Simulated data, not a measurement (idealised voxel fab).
The following is a process module called voxel transistor to metal.
140 nm wide, 5 nm square cells: that's cross-section cut.
We lay out every cross-section as a grid of square cells and spell it out in bands from the top down, where one band means one or more rows of cells.
Heights first: top, then bottom, in nm. Then materials, left to right, each with a width in nm. "all across" on a single material: fills the band edge to edge. "empty": empty space.
Height reference: 0 = level under which incoming wafer is all one material. Lowest band: no bottom, runs on downward, e.g. "0 and below".
The width entry "30->40" should be interpreted row by row: the top row of cells in the band takes the first number, the bottom row takes the second number, and the change between adjacent rows is uniform throughout.
The cross-section has no changed cell in any step marked "no change".
Each empty space that has no open way to the top and spans at least 8 cells appears under "Enclosed void entries" as width x height at distance, the distance counted from the left edge, all in nm.
Heads up: the bit after the settings on a step's line is the simulator's remark on that step.
overlay nm: mask offset rightward from planned place, masked step; negative means leftward offset.

-- Planned process steps
1) RECEIVE, material Si
2) OXIDIZE, depth nm 5
3) CONFORMAL_DEP, material SiN, thk nm 15
4) PATTERN, tone cover, mask id ACTIVE, material resist, width nm 100, thk nm 15, overlay nm 0
5) DIRECTIONAL_ETCH, etch materials SiN, depth nm 15
6) DIRECTIONAL_ETCH, etch materials SiO2, depth nm 5
7) DIRECTIONAL_ETCH, etch materials Si, depth nm 30
8) STRIP, etch materials resist
9) OXIDIZE, depth nm 5
10) FILL_DEP, material SiO2, thk nm 10
11) CMP, height nm 15
12) SELECTIVE_ETCH, etch materials SiO2, depth nm 5
13) STRIP, etch materials SiN
14) SELECTIVE_ETCH, etch materials SiO2, depth nm 5
15) OXIDIZE, depth nm 5
16) DIRECTIONAL_DEP, material polySi, thk nm 20
17) DIRECTIONAL_DEP, material SiCN, thk nm 15
18) DIRECTIONAL_DEP, material aC, thk nm 15
19) PATTERN, tone cover, mask id GATE, material resist, width nm 20, thk nm 35, overlay nm 0
20) DIRECTIONAL_ETCH, etch materials aC, depth nm 15
21) STRIP, etch materials resist
22) DIRECTIONAL_ETCH, etch materials SiCN, depth nm 25
23) DIRECTIONAL_ETCH, etch materials polySi, depth nm 30
24) STRIP, etch materials aC
25) CONFORMAL_DEP, material SiN, thk nm 10
26) DIRECTIONAL_ETCH, etch materials SiN, depth nm 10
27) DIRECTIONAL_ETCH, etch materials SiO2, depth nm 5
28) DIRECTIONAL_ETCH, etch materials Si, depth nm 15
29) EPI, material nSi, thk nm 15
30) FILL_DEP, material SiO2, thk nm 10
31) CMP, height nm 30
32) DIRECTIONAL_DEP, material SiO2, thk nm 10
33) DIRECTIONAL_DEP, material aC, thk nm 15
34) PATTERN, tone open, mask id CONTACT, material resist, width nm 25, pitch nm 55, thk nm 35, overlay nm 0
35) DIRECTIONAL_ETCH, etch materials aC, depth nm 15
36) STRIP, etch materials resist
37) DIRECTIONAL_ETCH, etch materials SiO2, depth nm 50
38) STRIP, etch materials aC
39) CONFORMAL_DEP, material TiN, thk nm 5
40) FILL_DEP, material W, thk nm 10
41) CMP, height nm 40
42) CONFORMAL_DEP, material SiN, thk nm 5
43) DIRECTIONAL_DEP, material SiO2, thk nm 25
44) MASKED_ETCH, tone open, mask id METAL_1, width nm 15, pitch nm 65, etch materials SiO2, depth nm 25, overlay nm 0
45) MASKED_ETCH, tone open, mask id METAL_1, width nm 15, pitch nm 65, etch materials SiN, depth nm 5, overlay nm 0
46) CONFORMAL_DEP, material TiN, thk nm 5
47) FILL_DEP, material Ru, thk nm 10
48) CMP, height nm 70
49) CONFORMAL_DEP, material SiCN, thk nm 5
50) DIRECTIONAL_DEP, material lowk, thk nm 25
51) PATTERN, tone open, mask id METAL_2, material resist, width nm 15, pitch nm 65, thk nm 15, overlay nm 0
52) DIRECTIONAL_ETCH, etch materials lowk, depth nm 15
53) STRIP, etch materials resist
54) PATTERN, tone open, mask id METAL_2_HOLES, material resist, width nm 15, pitch nm 65, thk nm 20, overlay nm 0
55) DIRECTIONAL_ETCH, etch materials lowk, depth nm 10
56) DIRECTIONAL_ETCH, etch materials SiCN, depth nm 5
57) STRIP, etch materials resist
58) CONFORMAL_DEP, material TiN, thk nm 5
59) FILL_DEP, material Cu, thk nm 10
60) CMP, height nm 100
61) CONFORMAL_DEP, material SiN, thk nm 5

-- As received (post step 1): cross-section
	0 and below: Si all across
	Enclosed void entries: none

-- Here's the cross-section of the first of our two wafers at the end of the module - it ran as planned
	105 down to 100: SiN all across
	100 down to 75: 30 of lowk; 5 of TiN; 5 of Cu; 5 of TiN; 50 of lowk; 5 of TiN; 5 of Cu; 5 of TiN; 30 of lowk
	75 down to 70: 30 of SiCN; 15 of TiN; 50 of SiCN; 15 of TiN; 30 of SiCN
	70 down to 45: 30 of SiO2; 5 of TiN; 5 of Ru; 5 of TiN; 50 of SiO2; 5 of TiN; 5 of Ru; 5 of TiN; 30 of SiO2
	45 down to 40: 30 of SiN; 15 of TiN; 50 of SiN; 15 of TiN; 30 of SiN
	40 down to 30: 30 of SiO2; 5 of TiN; 15->10 of W; 5->10 of TiN; 30 of SiO2; 5->10 of TiN; 15->10 of W; 5 of TiN; 30 of SiO2
	30 down to 15: 30 of SiO2; 5 of TiN; 10 of W; 5 of TiN; 10 of SiN; 20 of SiCN; 10 of SiN; 5 of TiN; 10 of W; 5 of TiN; 30 of SiO2
	15 down to 10: 30 of SiO2; 5 of TiN; 10 of W; 5 of TiN; 10 of SiN; 20 of polySi; 10 of SiN; 5 of TiN; 10 of W; 5 of TiN; 30 of SiO2
	10 down to 5: 30 of SiO2; 20 of TiN; 10 of SiN; 20 of polySi; 10 of SiN; 20 of TiN; 30 of SiO2
	5 down to -5: 15 of SiO2; 10 of SiN; 5 of SiO2; 5 of TiN; 15 of nSi; 10 of SiN; 20 of polySi; 10 of SiN; 15 of nSi; 5 of TiN; 5 of SiO2; 10 of SiN; 15 of SiO2
	-5 down to -10: 30 of SiO2; 5 of TiN; 15 of nSi; 40 of SiO2; 15 of nSi; 5 of TiN; 30 of SiO2
	-10 down to -25: 25 of SiO2; 25 of nSi; 40 of Si; 25 of nSi; 25 of SiO2
	-25 down to -40: 25 of SiO2; 90 of Si; 25 of SiO2
	-40 and below: Si all across
	Enclosed void entries: none

-- Cross-section, second wafer: same start as the first, same plan as the first, one mistake in running it; taken at the end of the module
	105 down to 100: SiN all across
	100 down to 80: 30 of lowk; 5 of TiN; 5 of Cu; 5 of TiN; 50 of lowk; 5 of TiN; 5 of Cu; 5 of TiN; 30 of lowk
	80 down to 75: 30 of lowk; 15 of TiN; 50 of lowk; 15 of TiN; 30 of lowk
	75 down to 70: TiN all across
	70 down to 45: 30 of SiO2; 5 of TiN; 5 of Ru; 5 of TiN; 50 of SiO2; 5 of TiN; 5 of Ru; 5 of TiN; 30 of SiO2
	45 down to 40: 30 of SiN; 15 of TiN; 50 of SiN; 15 of TiN; 30 of SiN
	40 down to 30: 30 of SiO2; 5 of TiN; 15->10 of W; 5->10 of TiN; 30 of SiO2; 5->10 of TiN; 15->10 of W; 5 of TiN; 30 of SiO2
	30 down to 15: 30 of SiO2; 5 of TiN; 10 of W; 5 of TiN; 10 of SiN; 20 of SiCN; 10 of SiN; 5 of TiN; 10 of W; 5 of TiN; 30 of SiO2
	15 down to 10: 30 of SiO2; 5 of TiN; 10 of W; 5 of TiN; 10 of SiN; 20 of polySi; 10 of SiN; 5 of TiN; 10 of W; 5 of TiN; 30 of SiO2
	10 down to 5: 30 of SiO2; 20 of TiN; 10 of SiN; 20 of polySi; 10 of SiN; 20 of TiN; 30 of SiO2
	5 down to -5: 15 of SiO2; 10 of SiN; 5 of SiO2; 5 of TiN; 15 of nSi; 10 of SiN; 20 of polySi; 10 of SiN; 15 of nSi; 5 of TiN; 5 of SiO2; 10 of SiN; 15 of SiO2
	-5 down to -10: 30 of SiO2; 5 of TiN; 15 of nSi; 40 of SiO2; 15 of nSi; 5 of TiN; 30 of SiO2
	-10 down to -25: 25 of SiO2; 25 of nSi; 40 of Si; 25 of nSi; 25 of SiO2
	-25 down to -40: 25 of SiO2; 90 of Si; 25 of SiO2
	-40 and below: Si all across
	Enclosed void entries: none
Misprocessing identified: contrary to plan, step 49 was performed as CONFORMAL_DEP, material TiN, thk nm 5
Once processing is complete, comparing cell counts shows that the second wafer has more or fewer of certain materials than the first: Cu -2, SiCN -22, TiN +24
